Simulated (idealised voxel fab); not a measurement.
process module | voxel capacitor over wiring
cross-section cut | 295 nm wide | cells 5 nm
A cross-section is a grid of square cells, given in bands from the top down. A band is one or more rows of cells.
Each band's line starts with the height of the band's top and of its bottom, in nm. Then come its materials from left to right, each with its width in nm. One material with "throughout" fills the band from edge to edge. "air" is empty space.
Height 0 is the level under which the wafer as received is all one material. The lowest band goes on downwards, as in "0 down".
A width such as "30 to 40" changes by the same amount from each row of cells to the next, from the band's top row to its bottom row.
"no change" after a step means that no cell of the cross-section changed.
closed voids: empty space of 8 cells or more with no open way to the top, each as width x height at its distance from the left edge, in nm
after a step's settings: what the simulator itself notes on the step
overlay nm, on a step with a mask: how far to the right of its planned place the mask lay; to the left if negative
plan
1 op RECEIVE | material Si
2 op CONFORMAL_DEP | material SiO2 | thk nm 10
3 op DIRECTIONAL_DEP | material TiN | thk nm 5
4 op DIRECTIONAL_DEP | material Ru | thk nm 20
5 op PATTERN | tone cover | mask id METAL_1 | material resist | width nm 20 | pitch nm 80 | thk nm 15 | overlay nm 0
6 op DIRECTIONAL_ETCH | etch materials Ru | depth nm 20
7 op DIRECTIONAL_ETCH | etch materials TiN | depth nm 5
8 op STRIP | etch materials resist
9 op CONFORMAL_DEP | material SiN | thk nm 5
10 op FILL_DEP | material SiO2 | thk nm 10
11 op CMP | height nm 35
12 op CONFORMAL_DEP | material SiCN | thk nm 5
13 op DIRECTIONAL_DEP | material SiO2 | thk nm 20
14 op MASKED_ETCH | tone open | mask id PLUG_1 | width nm 15 | etch materials SiO2 | depth nm 20 | overlay nm 0
15 op MASKED_ETCH | tone open | mask id PLUG_1 | width nm 15 | etch materials SiCN | depth nm 5 | overlay nm 0
16 op CONFORMAL_DEP | material TiN | thk nm 5
17 op FILL_DEP | material W | thk nm 10
18 op CMP | height nm 60
19 op DIRECTIONAL_DEP | material TiN | thk nm 5
20 op DIRECTIONAL_DEP | material Al2O3 | thk nm 5
21 op DIRECTIONAL_DEP | material TiN | thk nm 5
22 op MASKED_ETCH | tone cover | mask id UPPER_PLATE | width nm 65 | etch materials TiN | depth nm 5 | overlay nm 0
23 op MASKED_ETCH | tone cover | mask id UPPER_PLATE | width nm 65 | etch materials Al2O3 | depth nm 5 | overlay nm 0
24 op PATTERN | tone cover | mask id LOWER_PLATE | material resist | width nm 75 | thk nm 20 | overlay nm 0
25 op DIRECTIONAL_ETCH | etch materials TiN | depth nm 5
26 op STRIP | etch materials resist
27 op FILL_DEP | material SiO2 | thk nm 20
28 op CMP | height nm 90
29 op PATTERN | tone open | mask id PLUG_2 | material resist | width nm 15 | thk nm 20 | overlay nm 0
30 op DIRECTIONAL_ETCH | etch materials SiO2 | depth nm 15
31 op STRIP | etch materials resist
32 op CONFORMAL_DEP | material TiN | thk nm 5
33 op FILL_DEP | material Ru | thk nm 10
34 op CMP | height nm 90
35 op CONFORMAL_DEP | material SiCN | thk nm 5
first wafer, as planned
as received, after step 1
  0 down: Si throughout
  closed voids: none
after step 2
  10 to 0: SiO2 throughout
  below 0: unchanged
after step 3
  15 to 10: TiN throughout
  below 10: unchanged
after step 4
  35 to 15: Ru throughout
  below 15: unchanged
after step 5
  50 to 35: air 95 | resist 20 | air 60 | resist 20 | air 100
  below 35: unchanged
after step 6
  50 to 35: air 95 | resist 20 | air 60 | resist 20 | air 100
  35 to 15: air 95 | Ru 20 | air 60 | Ru 20 | air 100
  below 15: unchanged
after step 7
  50 to 35: air 95 | resist 20 | air 60 | resist 20 | air 100
  35 to 15: air 95 | Ru 20 | air 60 | Ru 20 | air 100
  15 to 10: air 95 | TiN 20 | air 60 | TiN 20 | air 100
  below 10: unchanged
after step 8
  35 to 15: air 95 | Ru 20 | air 60 | Ru 20 | air 100
  below 15: unchanged
after step 9
  40 to 35: air 90 | SiN 30 | air 50 | SiN 30 | air 95
  35 to 15: air 90 | SiN 5 | Ru 20 | SiN 5 | air 50 | SiN 5 | Ru 20 | SiN 5 | air 95
  15 to 10: SiN 95 | TiN 20 | SiN 60 | TiN 20 | SiN 100
  below 10: unchanged
after step 10
  50 to 40: SiO2 throughout
  40 to 35: SiO2 90 | SiN 30 | SiO2 50 | SiN 30 | SiO2 95
  35 to 15: SiO2 90 | SiN 5 | Ru 20 | SiN 5 | SiO2 50 | SiN 5 | Ru 20 | SiN 5 | SiO2 95
  below 15: unchanged
after step 11
  35 to 15: SiO2 90 | SiN 5 | Ru 20 | SiN 5 | SiO2 50 | SiN 5 | Ru 20 | SiN 5 | SiO2 95
  below 15: unchanged
after step 12
  40 to 35: SiCN throughout
  below 35: unchanged
after step 13
  60 to 40: SiO2 throughout
  below 40: unchanged
after step 14
  60 to 40: SiO2 100 | air 15 | SiO2 180
  below 40: unchanged
after step 15
  60 to 40: SiO2 100 | air 15 | SiO2 180
  40 to 35: SiCN 100 | air 15 | SiCN 180
  below 35: unchanged
after step 16
  65 to 60: TiN 105 | air 5 | TiN 185
  60 to 40: SiO2 100 | TiN 5 | air 5 | TiN 5 | SiO2 180
  40 to 35: SiCN 100 | TiN 15 | SiCN 180
  below 35: unchanged
after step 17
  75 to 65: W throughout
  65 to 60: TiN 105 | W 5 | TiN 185
  60 to 40: SiO2 100 | TiN 5 | W 5 | TiN 5 | SiO2 180
  below 40: unchanged
after step 18
  60 to 40: SiO2 100 | TiN 5 | W 5 | TiN 5 | SiO2 180
  below 40: unchanged
after step 19
  65 to 60: TiN throughout
  below 60: unchanged
after step 20
  70 to 65: Al2O3 throughout
  below 65: unchanged
after step 21
  75 to 70: TiN throughout
  below 70: unchanged
after step 22
  75 to 70: air 100 | TiN 65 | air 130
  below 70: unchanged
after step 23
  75 to 70: air 100 | TiN 65 | air 130
  70 to 65: air 100 | Al2O3 65 | air 130
  below 65: unchanged
after step 24
  95 to 75: air 95 | resist 75 | air 125
  75 to 70: air 95 | resist 5 | TiN 65 | resist 5 | air 125
  70 to 65: air 95 | resist 5 | Al2O3 65 | resist 5 | air 125
  below 65: unchanged
after step 25
  95 to 75: air 95 | resist 75 | air 125
  75 to 70: air 95 | resist 5 | TiN 65 | resist 5 | air 125
  70 to 65: air 95 | resist 5 | Al2O3 65 | resist 5 | air 125
  65 to 60: air 95 | TiN 75 | air 125
  below 60: unchanged
after step 26
  75 to 70: air 100 | TiN 65 | air 130
  70 to 65: air 100 | Al2O3 65 | air 130
  below 65: unchanged
after step 27
  95 to 75: SiO2 throughout
  75 to 70: SiO2 100 | TiN 65 | SiO2 130
  70 to 65: SiO2 100 | Al2O3 65 | SiO2 130
  65 to 60: SiO2 95 | TiN 75 | SiO2 125
  below 60: unchanged
after step 28
  90 to 75: SiO2 throughout
  below 75: unchanged
after step 29
  110 to 90: resist 110 | air 15 | resist 170
  below 90: unchanged
after step 30
  110 to 90: resist 110 | air 15 | resist 170
  90 to 75: SiO2 110 | air 15 | SiO2 170
  below 75: unchanged
after step 31
  90 to 75: SiO2 110 | air 15 | SiO2 170
  below 75: unchanged
after step 32
  95 to 90: TiN 115 | air 5 | TiN 175
  90 to 80: SiO2 110 | TiN 5 | air 5 | TiN 5 | SiO2 170
  80 to 70: SiO2 110 to 100 | TiN 15 to 65 | SiO2 170 to 130
  below 70: unchanged
after step 33
  105 to 95: Ru throughout
  95 to 90: TiN 115 | Ru 5 | TiN 175
  90 to 80: SiO2 110 | TiN 5 | Ru 5 | TiN 5 | SiO2 170
  below 80: unchanged
after step 34
  90 to 80: SiO2 110 | TiN 5 | Ru 5 | TiN 5 | SiO2 170
  below 80: unchanged
after step 35
  95 to 90: SiCN throughout
  below 90: unchanged
second wafer: like start, like plan, one mistake. Through step 19 it matches the first wafer
when step 20 should have ended
  70 to 60: TiN throughout
  below 60: unchanged
when step 21 should have ended
  75 to 70: Al2O3 throughout
  below 70: unchanged
when step 22 should have ended: no change
when step 23 should have ended
  75 to 70: air 100 | Al2O3 65 | air 130
  below 70: unchanged
when step 24 should have ended
  95 to 75: air 95 | resist 75 | air 125
  75 to 70: air 95 | resist 5 | Al2O3 65 | resist 5 | air 125
  below 70: unchanged
when step 25 should have ended
  95 to 75: air 95 | resist 75 | air 125
  75 to 70: air 95 | resist 5 | Al2O3 65 | resist 5 | air 125
  70 to 65: air 95 | TiN 75 | air 125
  below 65: unchanged
when step 26 should have ended
  75 to 70: air 100 | Al2O3 65 | air 130
  below 70: unchanged
when step 27 should have ended
  95 to 75: SiO2 throughout
  75 to 70: SiO2 100 | Al2O3 65 | SiO2 130
  70 to 65: SiO2 95 | TiN 75 | SiO2 125
  below 65: unchanged
when step 28 should have ended
  90 to 75: SiO2 throughout
  below 75: unchanged
when step 29 should have ended
  110 to 90: resist 110 | air 15 | resist 170
  below 90: unchanged
when step 30 should have ended
  110 to 90: resist 110 | air 15 | resist 170
  90 to 75: SiO2 110 | air 15 | SiO2 170
  below 75: unchanged
when step 31 should have ended
  90 to 75: SiO2 110 | air 15 | SiO2 170
  below 75: unchanged
when step 32 should have ended
  95 to 90: TiN 115 | air 5 | TiN 175
  90 to 80: SiO2 110 | TiN 5 | air 5 | TiN 5 | SiO2 170
  80 to 75: SiO2 110 | TiN 15 | SiO2 170
  below 75: unchanged
when step 33 should have ended
  105 to 95: Ru throughout
  95 to 90: TiN 115 | Ru 5 | TiN 175
  90 to 80: SiO2 110 | TiN 5 | Ru 5 | TiN 5 | SiO2 170
  below 80: unchanged
when step 34 should have ended
  90 to 80: SiO2 110 | TiN 5 | Ru 5 | TiN 5 | SiO2 170
  below 80: unchanged
when step 35 should have ended
  95 to 90: SiCN throughout
  below 90: unchanged
what went wrong: steps 20 and 21 were swapped
at the end the second wafer has, in cells: 46 fewer of SiO2 | 46 more of TiN
